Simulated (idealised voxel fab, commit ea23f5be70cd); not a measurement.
process module | voxel self aligned contacts
Each square cell in cross-section cut measures 5 nm, and the section as a whole is 280 nm wide.
Cross-section, as written here: a square-cell grid given band by band from the top down, where a band holds one or more rows of cells.
Look at the band entry: it leads with the top's height and the bottom's height in nm. Then it lists the materials left to right, with a width in nm for each. The word "throughout" on a single material says that material fills the band edge to edge. The word "empty" is empty space.
Basically, 0 is our baseline, since under it the wafer straight out of the box is all one material. The bottom band has no lower end and keeps on going down, so it looks like "0..down".
A width such as "30..40" changes by the same amount from each row of cells to the next, from the band's top row to its bottom row.
Any step labelled "all unchanged" changed none of the cells in the cross-section.
Heads up: "Cavities, sealed" only lists the empty pockets with no open path to the top that are 8 cells or more, and it writes them as width x height at distance, distance from the left edge, in nm.
Text after the settings on a step's line: the simulator's own remark on that step.
overlay nm: mask offset rightward from planned place, masked step; negative means leftward offset.
# Intended process steps
- 1: RECEIVE [material Si]
- 2: CONFORMAL_DEP [material SiO2] [thk nm 5]
- 3: DIRECTIONAL_DEP [material polySi] [thk nm 20]
- 4: DIRECTIONAL_DEP [material SiN] [thk nm 20]
- 5: MASKED_ETCH [tone cover] [mask id GATE] [width nm 30] [pitch nm 65] [etch materials SiN] [depth nm 20] [overlay nm 0]
- 6: MASKED_ETCH [tone cover] [mask id GATE] [width nm 30] [pitch nm 65] [etch materials polySi] [depth nm 20] [overlay nm 0]
- 7: CONFORMAL_DEP [material SiN] [thk nm 10]
- 8: DIRECTIONAL_ETCH [etch materials SiN] [depth nm 10]
- 9: FILL_DEP [material SiO2] [thk nm 15]
- 10: CMP [height nm 50]
- 11: PATTERN [tone open] [mask id CONTACT] [material resist] [width nm 45] [pitch nm 65] [thk nm 15] [overlay nm 0]
- 12: DIRECTIONAL_ETCH [etch materials SiO2] [depth nm 50]
- 13: STRIP [etch materials resist]
- 14: CONFORMAL_DEP [material TiN] [thk nm 5]
- 15: FILL_DEP [material Ru] [thk nm 10]
- 16: CMP [height nm 50]
- 17: CONFORMAL_DEP [material SiN] [thk nm 5]
# First of two wafers: run as planned
# Delivered wafer in cross-section: state after step 1
  0..down = Si throughout
  Cavities, sealed: none
# The following cross-section depicts the wafer upon completion of step 2
  5..0 = SiO2 throughout
  Below a height of 0, the structure has not been altered.
# The following cross-section depicts the wafer upon completion of step 3
  25..5 = polySi throughout
  Below a height of 5, the structure has not been altered.
# The following cross-section depicts the wafer upon completion of step 4
  45..25 = SiN throughout
  Below a height of 25, the structure has not been altered.
# The following cross-section depicts the wafer upon completion of step 5
  45..25 = empty: 60  SiN: 30  empty: 35  SiN: 30  empty: 35  SiN: 30  empty: 60
  Below a height of 25, the structure has not been altered.
# The following cross-section depicts the wafer upon completion of step 6
  45..25 = empty: 60  SiN: 30  empty: 35  SiN: 30  empty: 35  SiN: 30  empty: 60
  25..5 = empty: 60  polySi: 30  empty: 35  polySi: 30  empty: 35  polySi: 30  empty: 60
  Below a height of 5, the structure has not been altered.
# The following cross-section depicts the wafer upon completion of step 7
  55..25 = empty: 50  SiN: 50  empty: 15  SiN: 50  empty: 15  SiN: 50  empty: 50
  25..15 = empty: 50  SiN: 10  polySi: 30  SiN: 10  empty: 15  SiN: 10  polySi: 30  SiN: 10  empty: 15  SiN: 10  polySi: 30  SiN: 10  empty: 50
  15..5 = SiN: 60  polySi: 30  SiN: 35  polySi: 30  SiN: 35  polySi: 30  SiN: 60
  Below a height of 5, the structure has not been altered.
# The following cross-section depicts the wafer upon completion of step 8
  45..25 = empty: 50  SiN: 50  empty: 15  SiN: 50  empty: 15  SiN: 50  empty: 50
  25..5 = empty: 50  SiN: 10  polySi: 30  SiN: 10  empty: 15  SiN: 10  polySi: 30  SiN: 10  empty: 15  SiN: 10  polySi: 30  SiN: 10  empty: 50
  Below a height of 5, the structure has not been altered.
# The following cross-section depicts the wafer upon completion of step 9
  60..45 = SiO2 throughout
  45..25 = SiO2: 50  SiN: 50  SiO2: 15  SiN: 50  SiO2: 15  SiN: 50  SiO2: 50
  25..5 = SiO2: 50  SiN: 10  polySi: 30  SiN: 10  SiO2: 15  SiN: 10  polySi: 30  SiN: 10  SiO2: 15  SiN: 10  polySi: 30  SiN: 10  SiO2: 50
  Below a height of 5, the structure has not been altered.
# The following cross-section depicts the wafer upon completion of step 10
  50..45 = SiO2 throughout
  Below a height of 45, the structure has not been altered.
# The following cross-section depicts the wafer upon completion of step 11
  65..50 = resist: 85  empty: 45  resist: 20  empty: 45  resist: 85
  Below a height of 50, the structure has not been altered.
# The following cross-section depicts the wafer upon completion of step 12
  65..50 = resist: 85  empty: 45  resist: 20  empty: 45  resist: 85
  50..45 = SiO2: 85  empty: 45  SiO2: 20  empty: 45  SiO2: 85
  45..25 = SiO2: 50  SiN: 50  empty: 15  SiN: 50  empty: 15  SiN: 50  SiO2: 50
  25..5 = SiO2: 50  SiN: 10  polySi: 30  SiN: 10  empty: 15  SiN: 10  polySi: 30  SiN: 10  empty: 15  SiN: 10  polySi: 30  SiN: 10  SiO2: 50
  5..0 = SiO2: 100  empty: 15  SiO2: 50  empty: 15  SiO2: 100
  Below a height of 0, the structure has not been altered.
# The following cross-section depicts the wafer upon completion of step 13
  50..45 = SiO2: 85  empty: 45  SiO2: 20  empty: 45  SiO2: 85
  Below a height of 45, the structure has not been altered.
# The following cross-section depicts the wafer upon completion of step 14
  55..50 = TiN: 90  empty: 35  TiN: 30  empty: 35  TiN: 90
  50..45 = SiO2: 85  TiN: 20  empty: 5  TiN: 20  SiO2: 20  TiN: 20  empty: 5  TiN: 20  SiO2: 85
  45..25 = SiO2: 50  SiN: 50  TiN: 5  empty: 5  TiN: 5  SiN: 50  TiN: 5  empty: 5  TiN: 5  SiN: 50  SiO2: 50
  25..5 = SiO2: 50  SiN: 10  polySi: 30  SiN: 10  TiN: 5  empty: 5  TiN: 5  SiN: 10  polySi: 30  SiN: 10  TiN: 5  empty: 5  TiN: 5  SiN: 10  polySi: 30  SiN: 10  SiO2: 50
  5..0 = SiO2: 100  TiN: 15  SiO2: 50  TiN: 15  SiO2: 100
  Below a height of 0, the structure has not been altered.
# The following cross-section depicts the wafer upon completion of step 15
  65..55 = Ru throughout
  55..50 = TiN: 90  Ru: 35  TiN: 30  Ru: 35  TiN: 90
  50..45 = SiO2: 85  TiN: 20  Ru: 5  TiN: 20  SiO2: 20  TiN: 20  Ru: 5  TiN: 20  SiO2: 85
  45..25 = SiO2: 50  SiN: 50  TiN: 5  Ru: 5  TiN: 5  SiN: 50  TiN: 5  Ru: 5  TiN: 5  SiN: 50  SiO2: 50
  25..5 = SiO2: 50  SiN: 10  polySi: 30  SiN: 10  TiN: 5  Ru: 5  TiN: 5  SiN: 10  polySi: 30  SiN: 10  TiN: 5  Ru: 5  TiN: 5  SiN: 10  polySi: 30  SiN: 10  SiO2: 50
  Below a height of 5, the structure has not been altered.
# The following cross-section depicts the wafer upon completion of step 16
  50..45 = SiO2: 85  TiN: 20  Ru: 5  TiN: 20  SiO2: 20  TiN: 20  Ru: 5  TiN: 20  SiO2: 85
  Below a height of 45, the structure has not been altered.
# The following cross-section depicts the wafer upon completion of step 17
  55..50 = SiN throughout
  Below a height of 50, the structure has not been altered.
# The remaining wafer, second of the two, started like the first and was run to the same plan, except that one mistake was made along the way; the two coincide through step 6, inclusive
X-section, second wafer, when step 7 was due to finish: all unchanged
# X-section, second wafer, when step 8 was due to finish
  35..25 = empty: 60  SiN: 30  empty: 35  SiN: 30  empty: 35  SiN: 30  empty: 60
  Below a height of 25, the structure has not been altered.
# X-section, second wafer, when step 9 was due to finish
  50..35 = SiO2 throughout
  35..25 = SiO2: 60  SiN: 30  SiO2: 35  SiN: 30  SiO2: 35  SiN: 30  SiO2: 60
  25..5 = SiO2: 60  polySi: 30  SiO2: 35  polySi: 30  SiO2: 35  polySi: 30  SiO2: 60
  Below a height of 5, the structure has not been altered.
X-section, second wafer, when step 10 was due to finish: all unchanged
# X-section, second wafer, when step 11 was due to finish
  65..50 = resist: 85  empty: 45  resist: 20  empty: 45  resist: 85
  Below a height of 50, the structure has not been altered.
# X-section, second wafer, when step 12 was due to finish
  65..50 = resist: 85  empty: 45  resist: 20  empty: 45  resist: 85
  50..35 = SiO2: 85  empty: 45  SiO2: 20  empty: 45  SiO2: 85
  35..25 = SiO2: 60  SiN: 30  empty: 35  SiN: 30  empty: 35  SiN: 30  SiO2: 60
  25..5 = SiO2: 60  polySi: 30  empty: 35  polySi: 30  empty: 35  polySi: 30  SiO2: 60
  5..0 = SiO2: 90  empty: 35  SiO2: 30  empty: 35  SiO2: 90
  Below a height of 0, the structure has not been altered.
# X-section, second wafer, when step 13 was due to finish
  50..35 = SiO2: 85  empty: 45  SiO2: 20  empty: 45  SiO2: 85
  Below a height of 35, the structure has not been altered.
# X-section, second wafer, when step 14 was due to finish
  55..50 = TiN: 90  empty: 35  TiN: 30  empty: 35  TiN: 90
  50..40 = SiO2: 85  TiN: 5  empty: 35  TiN: 5  SiO2: 20  TiN: 5  empty: 35  TiN: 5  SiO2: 85
  40..35 = SiO2: 85  TiN: 10  empty: 25  TiN: 10  SiO2: 20  TiN: 10  empty: 25  TiN: 10  SiO2: 85
  35..25 = SiO2: 60  SiN: 30  TiN: 5  empty: 25  TiN: 5  SiN: 30  TiN: 5  empty: 25  TiN: 5  SiN: 30  SiO2: 60
  25..5 = SiO2: 60  polySi: 30  TiN: 5  empty: 25  TiN: 5  polySi: 30  TiN: 5  empty: 25  TiN: 5  polySi: 30  SiO2: 60
  5..0 = SiO2: 90  TiN: 35  SiO2: 30  TiN: 35  SiO2: 90
  Below a height of 0, the structure has not been altered.
# X-section, second wafer, when step 15 was due to finish
  65..55 = Ru throughout
  55..50 = TiN: 90  Ru: 35  TiN: 30  Ru: 35  TiN: 90
  50..40 = SiO2: 85  TiN: 5  Ru: 35  TiN: 5  SiO2: 20  TiN: 5  Ru: 35  TiN: 5  SiO2: 85
  40..35 = SiO2: 85  TiN: 10  Ru: 25  TiN: 10  SiO2: 20  TiN: 10  Ru: 25  TiN: 10  SiO2: 85
  35..25 = SiO2: 60  SiN: 30  TiN: 5  Ru: 25  TiN: 5  SiN: 30  TiN: 5  Ru: 25  TiN: 5  SiN: 30  SiO2: 60
  25..5 = SiO2: 60  polySi: 30  TiN: 5  Ru: 25  TiN: 5  polySi: 30  TiN: 5  Ru: 25  TiN: 5  polySi: 30  SiO2: 60
  Below a height of 5, the structure has not been altered.
# X-section, second wafer, when step 16 was due to finish
  50..40 = SiO2: 85  TiN: 5  Ru: 35  TiN: 5  SiO2: 20  TiN: 5  Ru: 35  TiN: 5  SiO2: 85
  Below a height of 40, the structure has not been altered.
# X-section, second wafer, when step 17 was due to finish
  55..50 = SiN throughout
  Below a height of 50, the structure has not been altered.
Nonconformance to the process plan: step 7 was dropped from the plan's execution and never run
Per the end-of-run cell counts, the second wafer holds more or fewer of some materials than the first: Ru: 80 more, SiN: 132 fewer, SiO2: 52 more
